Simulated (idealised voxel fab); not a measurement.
Proc. module: voxel transistor to metal
We display cut, a cross-section 210 nm in width whose square cells are each 5 nm.
In this document a cross-section is written as a grid of square cells. It is given as a series of bands, listed from the top down, and a band is one or more rows of cells.
Look at the band entry: it leads with the top's height and the bottom's height in nm. Then it lists the materials left to right, with a width in nm for each. The word "full width" on a single material says that material fills the band edge to edge. The word "empty" is empty space.
Basically, 0 is our baseline, since under it the wafer straight out of the box is all one material. The bottom band has no lower end and keeps on going down, so it looks like "top 0, no bottom".
So if you see something like "30->40" for the width, read it as the top row of the band sitting at the first number and the bottom row at the second, with every row in between moving by the same amount as the last.
What does "remains unaltered" mean for a step? It means no cell of the cross-section changed in that step.
Closed-off voids of 8+ cells (no open route to the top) go in "Closed internal voids", written width x height at distance from the left edge, in nm.
On each step's line, the part that comes after the settings is the simulator's own comment on the step.
The "overlay nm" setting may appear on a step's line; for a step that uses a mask, it gives how far to the right of its planned position the mask lay, and a negative value indicates the left.
Every pair from here on: before one process step, after it. The after cross-section reaches only to the lowest band that changed. Below the pair: the step in between and its settings. Pairs can belong to different runs of this module on the same starting wafer; a pair carries on from the pair above only if the entry headed "Pre-process state" says so.
**Pre-process state**
* top 0, no bottom: Si full width
* Closed internal voids: none
**State After Step**
* top 0, bottom -5: SiO2 full width
* Lower than -5, everything is as it was.
* Closed internal voids: none
What is the step between the two cross-sections above? OXIDIZE: depth nm 5
Pre-process state: the after view from the pair directly above serves as the before view here.
**State After Step**
* top 10, bottom 0: SiN full width
* Lower than 0, everything is as it was.
* Closed internal voids: none
What is the step between the two cross-sections above? CONFORMAL_DEP: material SiN, thk nm 10
Pre-process state: the after view from the pair directly above serves as the before view here.
**State After Step**
* top 20, bottom 10: aC full width
* Lower than 10, everything is as it was.
* Closed internal voids: none
What is the step between the two cross-sections above? DIRECTIONAL_DEP: material aC, thk nm 10
Pre-process state: the after view from the pair directly above serves as the before view here.
**State After Step**
* top 50, bottom 20: empty 60  resist 85  empty 65
* Lower than 20, everything is as it was.
* Closed internal voids: none
What is the step between the two cross-sections above? PATTERN: tone cover, mask id ACTIVE, material resist, width nm 85, thk nm 30, overlay nm 0
Pre-process state: the after view from the pair directly above serves as the before view here.
**State After Step**
* top 40, bottom 20: empty 60  resist 85  empty 65
* top 20, bottom 10: empty 60  aC 85  empty 65
* Lower than 10, everything is as it was.
* Closed internal voids: none
What is the step between the two cross-sections above? DIRECTIONAL_ETCH: etch materials aC, depth nm 10
Pre-process state: the after view from the pair directly above serves as the before view here.
**State After Step**
* top 20, bottom 10: empty 60  aC 85  empty 65
* Lower than 10, everything is as it was.
* Closed internal voids: none
What is the step between the two cross-sections above? STRIP: etch materials resist
Pre-process state: the after view from the pair directly above serves as the before view here.
**State After Step**
* top 20, bottom 10: empty 60  aC 85  empty 65
* top 10, bottom 0: empty 60  SiN 85  empty 65
* Lower than 0, everything is as it was.
* Closed internal voids: none
What is the step between the two cross-sections above? DIRECTIONAL_ETCH: etch materials SiN, depth nm 10
Pre-process state: the after view from the pair directly above serves as the before view here.
**State After Step**
* top 20, bottom 10: empty 60  aC 85  empty 65
* top 10, bottom 0: empty 60  SiN 85  empty 65
* top 0, bottom -5: empty 60  SiO2 85  empty 65
* Lower than -5, everything is as it was.
* Closed internal voids: none
What is the step between the two cross-sections above? DIRECTIONAL_ETCH: etch materials SiO2, depth nm 5
Pre-process state: the after view from the pair directly above serves as the before view here.
**State After Step**
* top 20, bottom 10: empty 60  aC 85  empty 65
* top 10, bottom 0: empty 60  SiN 85  empty 65
* top 0, bottom -5: empty 60  SiO2 85  empty 65
* top -5, bottom -30: empty 60  Si 85  empty 65
* Lower than -30, everything is as it was.
* Closed internal voids: none
What is the step between the two cross-sections above? DIRECTIONAL_ETCH: etch materials Si, depth nm 25
Pre-process state: the after view from the pair directly above serves as the before view here.
**State After Step**
* top 10, bottom 0: empty 60  SiN 85  empty 65
* Lower than 0, everything is as it was.
* Closed internal voids: none
What is the step between the two cross-sections above? STRIP: etch materials aC
Pre-process state: the after view from the pair directly above serves as the before view here.
**State After Step**
* top 10, bottom 0: empty 60  SiN 85  empty 65
* top 0, bottom -5: empty 60  SiO2 85  empty 65
* top -5, bottom -30: empty 60  SiO2 5  Si 75  SiO2 5  empty 65
* top -30, bottom -35: SiO2 65  Si 75  SiO2 70
* Lower than -35, everything is as it was.
* Closed internal voids: none
What is the step between the two cross-sections above? OXIDIZE: depth nm 5
Pre-process state: the after view from the pair directly above serves as the before view here.
**State After Step**
* top 25, bottom 10: SiO2 full width
* top 10, bottom 0: SiO2 60  SiN 85  SiO2 65
* top 0, bottom -5: SiO2 full width
* top -5, bottom -35: SiO2 65  Si 75  SiO2 70
* Lower than -35, everything is as it was.
* Closed internal voids: none
What is the step between the two cross-sections above? FILL_DEP: material SiO2, thk nm 15
Pre-process state: the after view from the pair directly above serves as the before view here.
**State After Step**
* top 10, bottom 0: SiO2 60  SiN 85  SiO2 65
* Lower than 0, everything is as it was.
* Closed internal voids: none
What is the step between the two cross-sections above? CMP: height nm 10
Pre-process state: the after view from the pair directly above serves as the before view here.
**State After Step**
* top 10, bottom 5: empty 60  SiN 85  empty 65
* Lower than 5, everything is as it was.
* Closed internal voids: none
What is the step between the two cross-sections above? SELECTIVE_ETCH: etch materials SiO2, depth nm 5
Pre-process state: the after view from the pair directly above serves as the before view here.
**State After Step**
* top 5, bottom 0: SiO2 60  empty 85  SiO2 65
* Lower than 0, everything is as it was.
* Closed internal voids: none
What is the step between the two cross-sections above? STRIP: etch materials SiN
Pre-process state: the after view from the pair directly above serves as the before view here.
**State After Step**
* top 0, bottom -5: SiO2 55  empty 95  SiO2 60
* Lower than -5, everything is as it was.
* Closed internal voids: none
What is the step between the two cross-sections above? SELECTIVE_ETCH: etch materials SiO2, depth nm 5
Pre-process state: the after view from the pair directly above serves as the before view here.
**State After Step**
* top 0, bottom -5: SiO2 55  empty 95  SiO2 60
* top -5, bottom -10: SiO2 full width
* Lower than -10, everything is as it was.
* Closed internal voids: none
What is the step between the two cross-sections above? OXIDIZE: depth nm 5
Pre-process state: the after view from the pair directly above serves as the before view here.
**State After Step**
* top 25, bottom 20: polySi 55  empty 95  polySi 60
* top 20, bottom 0: polySi full width
* top 0, bottom -5: SiO2 55  polySi 95  SiO2 60
* Lower than -5, everything is as it was.
* Closed internal voids: none
What is the step between the two cross-sections above? DIRECTIONAL_DEP: material polySi, thk nm 25
Pre-process state: the after view from the pair directly above serves as the before view here.
**State After Step**
* top 35, bottom 30: SiCN 55  empty 95  SiCN 60
* top 30, bottom 25: SiCN full width
* top 25, bottom 20: polySi 55  SiCN 95  polySi 60
* Lower than 20, everything is as it was.
* Closed internal voids: none
What is the step between the two cross-sections above? DIRECTIONAL_DEP: material SiCN, thk nm 10
Pre-process state: the after view from the pair directly above serves as the before view here.
**State After Step**
* top 50, bottom 45: aC 55  empty 95  aC 60
* top 45, bottom 35: aC full width
* top 35, bottom 30: SiCN 55  aC 95  SiCN 60
* Lower than 30, everything is as it was.
* Closed internal voids: none
What is the step between the two cross-sections above? DIRECTIONAL_DEP: material aC, thk nm 15
Pre-process state: the after view from the pair directly above serves as the before view here.
**State After Step**
* top 85, bottom 50: empty 95  resist 15  empty 100
* top 50, bottom 45: aC 55  empty 40  resist 15  empty 40  aC 60
* Lower than 45, everything is as it was.
* Closed internal voids: none
What is the step between the two cross-sections above? PATTERN: tone cover, mask id GATE, material resist, width nm 15, thk nm 35, overlay nm 0
Pre-process state: the after view from the pair directly above serves as the before view here.
**State After Step**
* top 70, bottom 45: empty 95  resist 15  empty 100
* top 45, bottom 35: empty 95  aC 15  empty 100
* top 35, bottom 30: SiCN 55  empty 40  aC 15  empty 40  SiCN 60
* Lower than 30, everything is as it was.
* Closed internal voids: none
What is the step between the two cross-sections above? DIRECTIONAL_ETCH: etch materials aC, depth nm 15
Pre-process state: the after view from the pair directly above serves as the before view here.
**State After Step**
* top 45, bottom 35: empty 95  aC 15  empty 100
* Lower than 35, everything is as it was.
* Closed internal voids: none
What is the step between the two cross-sections above? STRIP: etch materials resist
Pre-process state: the after view from the pair directly above serves as the before view here.
**State After Step**
* top 45, bottom 30: empty 95  aC 15  empty 100
* top 30, bottom 25: empty 95  SiCN 15  empty 100
* top 25, bottom 20: polySi 55  empty 40  SiCN 15  empty 40  polySi 60
* Lower than 20, everything is as it was.
* Closed internal voids: none
What is the step between the two cross-sections above? DIRECTIONAL_ETCH: etch materials SiCN, depth nm 20
Pre-process state: the after view from the pair directly above serves as the before view here.
**State After Step**
* top 45, bottom 30: empty 95  aC 15  empty 100
* top 30, bottom 20: empty 95  SiCN 15  empty 100
* top 20, bottom 0: empty 95  polySi 15  empty 100
* top 0, bottom -5: SiO2 55  empty 40  polySi 15  empty 40  SiO2 60
* Lower than -5, everything is as it was.
* Closed internal voids: none
What is the step between the two cross-sections above? DIRECTIONAL_ETCH: etch materials polySi, depth nm 35
Pre-process state: the after view from the pair directly above serves as the before view here.
**State After Step**
* top 30, bottom 20: empty 95  SiCN 15  empty 100
* Lower than 20, everything is as it was.
* Closed internal voids: none
What is the step between the two cross-sections above? STRIP: etch materials aC
Pre-process state: the after view from the pair directly above serves as the before view here.
**State After Step**
* top 35, bottom 30: empty 90  SiO2 25  empty 95
* top 30, bottom 20: empty 90  SiO2 5  SiCN 15  SiO2 5  empty 95
* top 20, bottom 5: empty 90  SiO2 5  polySi 15  SiO2 5  empty 95
* top 5, bottom 0: SiO2 60  empty 30  SiO2 5  polySi 15  SiO2 5  empty 30  SiO2 65
* top 0, bottom -5: SiO2 95  polySi 15  SiO2 100
* Lower than -5, everything is as it was.
* Closed internal voids: none
What is the step between the two cross-sections above? CONFORMAL_DEP: material SiO2, thk nm 5
Pre-process state: the after view from the pair directly above serves as the before view here.
**State After Step**
* top 30, bottom 20: empty 90  SiO2 5  SiCN 15  SiO2 5  empty 95
* top 20, bottom 0: empty 90  SiO2 5  polySi 15  SiO2 5  empty 95
* top 0, bottom -5: SiO2 60  empty 30  SiO2 5  polySi 15  SiO2 5  empty 30  SiO2 65
* Lower than -5, everything is as it was.
* Closed internal voids: none
What is the step between the two cross-sections above? DIRECTIONAL_ETCH: etch materials SiO2, depth nm 5
Pre-process state: the after view from the pair directly above serves as the before view here.
**State After Step**
* top 35, bottom 30: empty 85  SiN 35  empty 90
* top 30, bottom 20: empty 85  SiN 5  SiO2 5  SiCN 15  SiO2 5  SiN 5  empty 90
* top 20, bottom 5: empty 85  SiN 5  SiO2 5  polySi 15  SiO2 5  SiN 5  empty 90
* top 5, bottom 0: SiN 65  empty 20  SiN 5  SiO2 5  polySi 15  SiO2 5  SiN 5  empty 20  SiN 70
* top 0, bottom -5: SiO2 60  SiN 30  SiO2 5  polySi 15  SiO2 5  SiN 30  SiO2 65
* Lower than -5, everything is as it was.
* Closed internal voids: none
What is the step between the two cross-sections above? CONFORMAL_DEP: material SiN, thk nm 5
Pre-process state: the after view from the pair directly above serves as the before view here.
**State After Step**
* top 30, bottom 20: empty 85  SiN 5  SiO2 5  SiCN 15  SiO2 5  SiN 5  empty 90
* top 20, bottom 0: empty 85  SiN 5  SiO2 5  polySi 15  SiO2 5  SiN 5  empty 90
* top 0, bottom -5: SiO2 60  SiN 5  empty 20  SiN 5  SiO2 5  polySi 15  SiO2 5  SiN 5  empty 20  SiN 5  SiO2 65
* Lower than -5, everything is as it was.
* Closed internal voids: none
What is the step between the two cross-sections above? DIRECTIONAL_ETCH: etch materials SiN, depth nm 5
Pre-process state: the after view from the pair directly above serves as the before view here.
**State After Step**
* top 30, bottom 25: empty 85  SiN 5  empty 5  SiCN 15  empty 5  SiN 5  empty 90
* top 25, bottom 20: empty 85  SiN 5  SiO2 5  SiCN 15  SiO2 5  SiN 5  empty 90
* top 20, bottom 0: empty 85  SiN 5  SiO2 5  polySi 15  SiO2 5  SiN 5  empty 90
* top 0, bottom -5: empty 60  SiN 5  empty 20  SiN 5  SiO2 5  polySi 15  SiO2 5  SiN 5  empty 20  SiN 5  empty 65
* top -5, bottom -10: SiO2 65  empty 20  SiO2 35  empty 20  SiO2 70
* Lower than -10, everything is as it was.
* Closed internal voids: none
What is the step between the two cross-sections above? DIRECTIONAL_ETCH: etch materials SiO2, depth nm 5
Pre-process state: the after view from the pair directly above serves as the before view here.
**State After Step**
* top 30, bottom 25: empty 85  SiN 5  empty 5  SiCN 15  empty 5  SiN 5  empty 90
* top 25, bottom 20: empty 85  SiN 5  SiO2 5  SiCN 15  SiO2 5  SiN 5  empty 90
* top 20, bottom 0: empty 85  SiN 5  SiO2 5  polySi 15  SiO2 5  SiN 5  empty 90
* top 0, bottom -5: empty 60  SiN 5  empty 20  SiN 5  SiO2 5  polySi 15  SiO2 5  SiN 5  empty 20  SiN 5  empty 65
* top -5, bottom -10: SiO2 65  pSi 20  SiO2 35  pSi 20  SiO2 70
* Lower than -10, everything is as it was.
* Closed internal voids: none
What is the step between the two cross-sections above? EPI: material pSi, thk nm 5
Pre-process state: the after view from the pair directly above serves as the before view here.
**State After Step**
* top 40, bottom 30: SiO2 full width
* top 30, bottom 20: SiO2 85  SiN 5  SiO2 5  SiCN 15  SiO2 5  SiN 5  SiO2 90
* top 20, bottom 0: SiO2 85  SiN 5  SiO2 5  polySi 15  SiO2 5  SiN 5  SiO2 90
* top 0, bottom -5: SiO2 60  SiN 5  SiO2 20  SiN 5  SiO2 5  polySi 15  SiO2 5  SiN 5  SiO2 20  SiN 5  SiO2 65
* Lower than -5, everything is as it was.
* Closed internal voids: none
What is the step between the two cross-sections above? FILL_DEP: material SiO2, thk nm 10
Pre-process state: the after view from the pair directly above serves as the before view here.
**State After Step**
* top 30, bottom 20: SiO2 85  SiN 5  SiO2 5  SiCN 15  SiO2 5  SiN 5  SiO2 90
* Lower than 20, everything is as it was.
* Closed internal voids: none
What is the step between the two cross-sections above? CMP: height nm 30
Pre-process state: the after view from the pair directly above serves as the before view here.
**State After Step**
* top 45, bottom 30: SiO2 full width
* Lower than 30, everything is as it was.
* Closed internal voids: none
What is the step between the two cross-sections above? DIRECTIONAL_DEP: material SiO2, thk nm 15
Pre-process state: the after view from the pair directly above serves as the before view here.
**State After Step**
* top 65, bottom 45: resist 65  empty 25  resist 25  empty 25  resist 70
* Lower than 45, everything is as it was.
* Closed internal voids: none
What is the step between the two cross-sections above? PATTERN: tone open, mask id CONTACT, material resist, width nm 25, pitch nm 50, thk nm 20, overlay nm 0
Pre-process state: the after view from the pair directly above serves as the before view here.
**State After Step**
* top 65, bottom 45: resist 65  empty 25  resist 25  empty 25  resist 70
* top 45, bottom 30: SiO2 65  empty 25  SiO2 25  empty 25  SiO2 70
* top 30, bottom 20: SiO2 65  empty 20  SiN 5  SiO2 5  SiCN 15  SiO2 5  SiN 5  empty 20  SiO2 70
* top 20, bottom 0: SiO2 65  empty 20  SiN 5  SiO2 5  polySi 15  SiO2 5  SiN 5  empty 20  SiO2 70
* top 0, bottom -5: SiO2 60  SiN 5  empty 20  SiN 5  SiO2 5  polySi 15  SiO2 5  SiN 5  empty 20  SiN 5  SiO2 65
* Lower than -5, everything is as it was.
* Closed internal voids: none
What is the step between the two cross-sections above? DIRECTIONAL_ETCH: etch materials SiO2, depth nm 50
Pre-process state: the after view from the pair directly above serves as the before view here.
**State After Step**
* top 45, bottom 30: SiO2 65  empty 25  SiO2 25  empty 25  SiO2 70
* Lower than 30, everything is as it was.
* Closed internal voids: none
What is the step between the two cross-sections above? STRIP: etch materials resist
Pre-process state: the after view from the pair directly above serves as the before view here.
**State After Step**
* top 50, bottom 45: TiN 70  empty 15  TiN 35  empty 15  TiN 75
* top 45, bottom 35: SiO2 65  TiN 5  empty 15  TiN 5  SiO2 25  TiN 5  empty 15  TiN 5  SiO2 70
* top 35, bottom 30: SiO2 65  TiN 5  empty 10  TiN 10  SiO2 25  TiN 10  empty 10  TiN 5  SiO2 70
* top 30, bottom 20: SiO2 65  TiN 5  empty 10  TiN 5  SiN 5  SiO2 5  SiCN 15  SiO2 5  SiN 5  TiN 5  empty 10  TiN 5  SiO2 70
* top 20, bottom 0: SiO2 65  TiN 5  empty 10  TiN 5  SiN 5  SiO2 5  polySi 15  SiO2 5  SiN 5  TiN 5  empty 10  TiN 5  SiO2 70
* top 0, bottom -5: SiO2 60  SiN 5  TiN 20  SiN 5  SiO2 5  polySi 15  SiO2 5  SiN 5  TiN 20  SiN 5  SiO2 65
* Lower than -5, everything is as it was.
* Closed internal voids: none
What is the step between the two cross-sections above? CONFORMAL_DEP: material TiN, thk nm 5
Pre-process state: the after view from the pair directly above serves as the before view here.
**State After Step**
* top 55, bottom 50: W full width
* top 50, bottom 45: TiN 70  W 15  TiN 35  W 15  TiN 75
* top 45, bottom 35: SiO2 65  TiN 5  W 15  TiN 5  SiO2 25  TiN 5  W 15  TiN 5  SiO2 70
* top 35, bottom 30: SiO2 65  TiN 5  W 10  TiN 10  SiO2 25  TiN 10  W 10  TiN 5  SiO2 70
* top 30, bottom 20: SiO2 65  TiN 5  W 10  TiN 5  SiN 5  SiO2 5  SiCN 15  SiO2 5  SiN 5  TiN 5  W 10  TiN 5  SiO2 70
* top 20, bottom 0: SiO2 65  TiN 5  W 10  TiN 5  SiN 5  SiO2 5  polySi 15  SiO2 5  SiN 5  TiN 5  W 10  TiN 5  SiO2 70
* Lower than 0, everything is as it was.
* Closed internal voids: none
What is the step between the two cross-sections above? FILL_DEP: material W, thk nm 5
Pre-process state: the after view from the pair directly above serves as the before view here.
**State After Step**
* top 45, bottom 35: SiO2 65  TiN 5  W 15  TiN 5  SiO2 25  TiN 5  W 15  TiN 5  SiO2 70
* Lower than 35, everything is as it was.
* Closed internal voids: none
What is the step between the two cross-sections above? CMP: height nm 45
Pre-process state: the after view from the pair directly above serves as the before view here.
**State After Step**
* top 50, bottom 45: SiN full width
* Lower than 45, everything is as it was.
* Closed internal voids: none
What is the step between the two cross-sections above? CONFORMAL_DEP: material SiN, thk nm 5
Pre-process state: the after view from the pair directly above serves as the before view here.
**State After Step**
* top 75, bottom 50: lowk full width
* Lower than 50, everything is as it was.
* Closed internal voids: none
What is the step between the two cross-sections above? DIRECTIONAL_DEP: material lowk, thk nm 25
Pre-process state: the after view from the pair directly above serves as the before view here.
**State After Step**
* top 85, bottom 75: aC full width
* Lower than 75, everything is as it was.
* Closed internal voids: none
What is the step between the two cross-sections above? DIRECTIONAL_DEP: material aC, thk nm 10
Pre-process state: the after view from the pair directly above serves as the before view here.
**State After Step**
* top 110, bottom 85: resist 65  empty 15  resist 45  empty 15  resist 70
* Lower than 85, everything is as it was.
* Closed internal voids: none
What is the step between the two cross-sections above? PATTERN: tone open, mask id METAL_1, material resist, width nm 15, pitch nm 60, thk nm 25, overlay nm 0
Pre-process state: the after view from the pair directly above serves as the before view here.
**State After Step**
* top 100, bottom 85: resist 65  empty 15  resist 45  empty 15  resist 70
* top 85, bottom 75: aC 65  empty 15  aC 45  empty 15  aC 70
* Lower than 75, everything is as it was.
* Closed internal voids: none
What is the step between the two cross-sections above? DIRECTIONAL_ETCH: etch materials aC, depth nm 10
Pre-process state: the after view from the pair directly above serves as the before view here.
**State After Step**
* top 85, bottom 75: aC 65  empty 15  aC 45  empty 15  aC 70
* Lower than 75, everything is as it was.
* Closed internal voids: none
What is the step between the two cross-sections above? STRIP: etch materials resist
Pre-process state: the after view from the pair directly above serves as the before view here.
**State After Step**
* top 85, bottom 75: aC 65  empty 15  aC 45  empty 15  aC 70
* top 75, bottom 50: lowk 65  empty 15  lowk 45  empty 15  lowk 70
* Lower than 50, everything is as it was.
* Closed internal voids: none
What is the step between the two cross-sections above? DIRECTIONAL_ETCH: etch materials lowk, depth nm 25
Pre-process state: the after view from the pair directly above serves as the before view here.
**State After Step**
* top 85, bottom 75: aC 65  empty 15  aC 45  empty 15  aC 70
* top 75, bottom 50: lowk 65  empty 15  lowk 45  empty 15  lowk 70
* top 50, bottom 45: SiN 65  empty 15  SiN 45  empty 15  SiN 70
* Lower than 45, everything is as it was.
* Closed internal voids: none
What is the step between the two cross-sections above? DIRECTIONAL_ETCH: etch materials SiN, depth nm 5
Pre-process state: the after view from the pair directly above serves as the before view here.
**State After Step**
* top 75, bottom 50: lowk 65  empty 15  lowk 45  empty 15  lowk 70
* Lower than 50, everything is as it was.
* Closed internal voids: none
What is the step between the two cross-sections above? STRIP: etch materials aC
Pre-process state: the after view from the pair directly above serves as the before view here.
**State After Step**
* top 80, bottom 75: TiN 70  empty 5  TiN 55  empty 5  TiN 75
* top 75, bottom 50: lowk 65  TiN 5  empty 5  TiN 5  lowk 45  TiN 5  empty 5  TiN 5  lowk 70
* top 50, bottom 45: SiN 65  TiN 15  SiN 45  TiN 15  SiN 70
* Lower than 45, everything is as it was.
* Closed internal voids: none
What is the step between the two cross-sections above? CONFORMAL_DEP: material TiN, thk nm 5
Pre-process state: the after view from the pair directly above serves as the before view here.
**State After Step**
* top 90, bottom 80: W full width
* top 80, bottom 75: TiN 70  W 5  TiN 55  W 5  TiN 75
* top 75, bottom 50: lowk 65  TiN 5  W 5  TiN 5  lowk 45  TiN 5  W 5  TiN 5  lowk 70
* Lower than 50, everything is as it was.
* Closed internal voids: none
What is the step between the two cross-sections above? FILL_DEP: material W, thk nm 10
Pre-process state: the after view from the pair directly above serves as the before view here.
**State After Step**
* top 75, bottom 50: lowk 65  TiN 5  W 5  TiN 5  lowk 45  TiN 5  W 5  TiN 5  lowk 70
* Lower than 50, everything is as it was.
* Closed internal voids: none
What is the step between the two cross-sections above? CMP: height nm 75
Pre-process state: the after view from the pair directly above serves as the before view here.
**State After Step**
* top 80, bottom 75: SiCN full width
* Lower than 75, everything is as it was.
* Closed internal voids: none
What is the step between the two cross-sections above? CONFORMAL_DEP: material SiCN, thk nm 5
Pre-process state: the after view from the pair directly above serves as the before view here.
**State After Step**
* top 115, bottom 80: lowk full width
* Lower than 80, everything is as it was.
* Closed internal voids: none
What is the step between the two cross-sections above? DIRECTIONAL_DEP: material lowk, thk nm 35
Pre-process state: the after view from the pair directly above serves as the before view here.
**State After Step**
* top 135, bottom 115: resist 65  empty 15  resist 45  empty 15  resist 70
* Lower than 115, everything is as it was.
* Closed internal voids: none
What is the step between the two cross-sections above? PATTERN: tone open, mask id METAL_2, material resist, width nm 15, pitch nm 60, thk nm 20, overlay nm 0
Pre-process state: the after view from the pair directly above serves as the before view here.
**State After Step**
* top 135, bottom 115: resist 65  empty 15  resist 45  empty 15  resist 70
* top 115, bottom 95: lowk 65  empty 15  lowk 45  empty 15  lowk 70
* Lower than 95, everything is as it was.
* Closed internal voids: none
What is the step between the two cross-sections above? DIRECTIONAL_ETCH: etch materials lowk, depth nm 20
Pre-process state: the after view from the pair directly above serves as the before view here.
**State After Step**
* top 115, bottom 95: lowk 65  empty 15  lowk 45  empty 15  lowk 70
* Lower than 95, everything is as it was.
* Closed internal voids: none
What is the step between the two cross-sections above? STRIP: etch materials resist
Pre-process state: the after view from the pair directly above serves as the before view here.
**State After Step**
* top 130, bottom 115: resist 65  empty 15  resist 45  empty 15  resist 70
* Lower than 115, everything is as it was.
* Closed internal voids: none
What is the step between the two cross-sections above? PATTERN: tone open, mask id METAL_2_HOLES, material resist, width nm 15, pitch nm 60, thk nm 15, overlay nm 0
Pre-process state: the after view from the pair directly above serves as the before view here.
**State After Step**
* top 130, bottom 115: resist 65  empty 15  resist 45  empty 15  resist 70
* top 115, bottom 80: lowk 65  empty 15  lowk 45  empty 15  lowk 70
* Lower than 80, everything is as it was.
* Closed internal voids: none
What is the step between the two cross-sections above? DIRECTIONAL_ETCH: etch materials lowk, depth nm 15
Pre-process state: the after view from the pair directly above serves as the before view here.
**State After Step**
* top 130, bottom 115: resist 65  empty 15  resist 45  empty 15  resist 70
* top 115, bottom 80: lowk 65  empty 15  lowk 45  empty 15  lowk 70
* top 80, bottom 75: SiCN 65  empty 15  SiCN 45  empty 15  SiCN 70
* Lower than 75, everything is as it was.
* Closed internal voids: none
What is the step between the two cross-sections above? DIRECTIONAL_ETCH: etch materials SiCN, depth nm 5
Pre-process state: the after view from the pair directly above serves as the before view here.
**State After Step**
* top 115, bottom 80: lowk 65  empty 15  lowk 45  empty 15  lowk 70
* Lower than 80, everything is as it was.
* Closed internal voids: none
What is the step between the two cross-sections above? STRIP: etch materials resist
Pre-process state: the after view from the pair directly above serves as the before view here.
**State After Step**
* top 120, bottom 115: TiN 70  empty 5  TiN 55  empty 5  TiN 75
* top 115, bottom 80: lowk 65  TiN 5  empty 5  TiN 5  lowk 45  TiN 5  empty 5  TiN 5  lowk 70
* top 80, bottom 75: SiCN 65  TiN 15  SiCN 45  TiN 15  SiCN 70
* Lower than 75, everything is as it was.
* Closed internal voids: none
What is the step between the two cross-sections above? CONFORMAL_DEP: material TiN, thk nm 5
Pre-process state: the after view from the pair directly above serves as the before view here.
**State After Step**
* top 125, bottom 120: Cu full width
* top 120, bottom 115: TiN 70  Cu 5  TiN 55  Cu 5  TiN 75
* top 115, bottom 80: lowk 65  TiN 5  Cu 5  TiN 5  lowk 45  TiN 5  Cu 5  TiN 5  lowk 70
* Lower than 80, everything is as it was.
* Closed internal voids: none
What is the step between the two cross-sections above? FILL_DEP: material Cu, thk nm 5
Pre-process state: the after view from the pair directly above serves as the before view here.
**State After Step**
* top 115, bottom 80: lowk 65  TiN 5  Cu 5  TiN 5  lowk 45  TiN 5  Cu 5  TiN 5  lowk 70
* Lower than 80, everything is as it was.
* Closed internal voids: none
What is the step between the two cross-sections above? CMP: height nm 115
Pre-process state: the after view from the pair directly above serves as the before view here.
**State After Step**
* top 120, bottom 115: SiN full width
* Lower than 115, everything is as it was.
* Closed internal voids: none
What is the step between the two cross-sections above? CONFORMAL_DEP: material SiN, thk nm 5
**Pre-process state**
* top 90, bottom 80: W full width
* top 80, bottom 75: TiN 70  W 5  TiN 55  W 5  TiN 75
* top 75, bottom 50: lowk 65  TiN 5  W 5  TiN 5  lowk 45  TiN 5  W 5  TiN 5  lowk 70
* top 50, bottom 45: SiN 65  TiN 15  SiN 45  TiN 15  SiN 70
* top 45, bottom 35: SiO2 65  TiN 5  W 15  TiN 5  SiO2 25  TiN 5  W 15  TiN 5  SiO2 70
* top 35, bottom 30: SiO2 65  TiN 5  W 10  TiN 10  SiO2 25  TiN 10  W 10  TiN 5  SiO2 70
* top 30, bottom 20: SiO2 65  TiN 5  W 10  TiN 5  SiN 5  SiO2 5  SiCN 15  SiO2 5  SiN 5  TiN 5  W 10  TiN 5  SiO2 70
* top 20, bottom 0: SiO2 65  TiN 5  W 10  TiN 5  SiN 5  SiO2 5  polySi 15  SiO2 5  SiN 5  TiN 5  W 10  TiN 5  SiO2 70
* top 0, bottom -5: SiO2 60  SiN 5  TiN 20  SiN 5  SiO2 5  polySi 15  SiO2 5  SiN 5  TiN 20  SiN 5  SiO2 65
* top -5, bottom -10: SiO2 65  pSi 20  SiO2 35  pSi 20  SiO2 70
* top -10, bottom -35: SiO2 65  Si 75  SiO2 70
* top -35, no bottom: Si full width
* Closed internal voids: none
**State After Step**
* top 95, bottom 90: SiCN full width
* Lower than 90, everything is as it was.
* Closed internal voids: none
What is the step between the two cross-sections above? CONFORMAL_DEP: material SiCN, thk nm 5
Pre-process state: the after view from the pair directly above serves as the before view here.
**State After Step**
* top 130, bottom 95: lowk full width
* Lower than 95, everything is as it was.
* Closed internal voids: none
What is the step between the two cross-sections above? DIRECTIONAL_DEP: material lowk, thk nm 35
Pre-process state: the after view from the pair directly above serves as the before view here.
**State After Step**
* top 150, bottom 130: resist 65  empty 15  resist 45  empty 15  resist 70
* Lower than 130, everything is as it was.
* Closed internal voids: none
What is the step between the two cross-sections above? PATTERN: tone open, mask id METAL_2, material resist, width nm 15, pitch nm 60, thk nm 20, overlay nm 0
Pre-process state: the after view from the pair directly above serves as the before view here.
**State After Step**
* top 150, bottom 130: resist 65  empty 15  resist 45  empty 15  resist 70
* top 130, bottom 110: lowk 65  empty 15  lowk 45  empty 15  lowk 70
* Lower than 110, everything is as it was.
* Closed internal voids: none
What is the step between the two cross-sections above? DIRECTIONAL_ETCH: etch materials lowk, depth nm 20
Pre-process state: the after view from the pair directly above serves as the before view here.
**State After Step**
* top 130, bottom 110: lowk 65  empty 15  lowk 45  empty 15  lowk 70
* Lower than 110, everything is as it was.
* Closed internal voids: none
What is the step between the two cross-sections above? STRIP: etch materials resist
Pre-process state: the after view from the pair directly above serves as the before view here.
**State After Step**
* top 145, bottom 130: resist 65  empty 15  resist 45  empty 15  resist 70
* Lower than 130, everything is as it was.
* Closed internal voids: none
What is the step between the two cross-sections above? PATTERN: tone open, mask id METAL_2_HOLES, material resist, width nm 15, pitch nm 60, thk nm 15, overlay nm 0
Pre-process state: the after view from the pair directly above serves as the before view here.
**State After Step**
* top 145, bottom 130: resist 65  empty 15  resist 45  empty 15  resist 70
* top 130, bottom 95: lowk 65  empty 15  lowk 45  empty 15  lowk 70
* Lower than 95, everything is as it was.
* Closed internal voids: none
What is the step between the two cross-sections above? DIRECTIONAL_ETCH: etch materials lowk, depth nm 15
Pre-process state: the after view from the pair directly above serves as the before view here.
**State After Step**
* top 145, bottom 130: resist 65  empty 15  resist 45  empty 15  resist 70
* top 130, bottom 95: lowk 65  empty 15  lowk 45  empty 15  lowk 70
* top 95, bottom 90: SiCN 65  empty 15  SiCN 45  empty 15  SiCN 70
* Lower than 90, everything is as it was.
* Closed internal voids: none
What is the step between the two cross-sections above? DIRECTIONAL_ETCH: etch materials SiCN, depth nm 5
Pre-process state: the after view from the pair directly above serves as the before view here.
**State After Step**
* top 130, bottom 95: lowk 65  empty 15  lowk 45  empty 15  lowk 70
* Lower than 95, everything is as it was.
* Closed internal voids: none
What is the step between the two cross-sections above? STRIP: etch materials resist
Pre-process state: the after view from the pair directly above serves as the before view here.
**State After Step**
* top 135, bottom 130: TiN 70  empty 5  TiN 55  empty 5  TiN 75
* top 130, bottom 95: lowk 65  TiN 5  empty 5  TiN 5  lowk 45  TiN 5  empty 5  TiN 5  lowk 70
* top 95, bottom 90: SiCN 65  TiN 15  SiCN 45  TiN 15  SiCN 70
* Lower than 90, everything is as it was.
* Closed internal voids: none
What is the step between the two cross-sections above? CONFORMAL_DEP: material TiN, thk nm 5
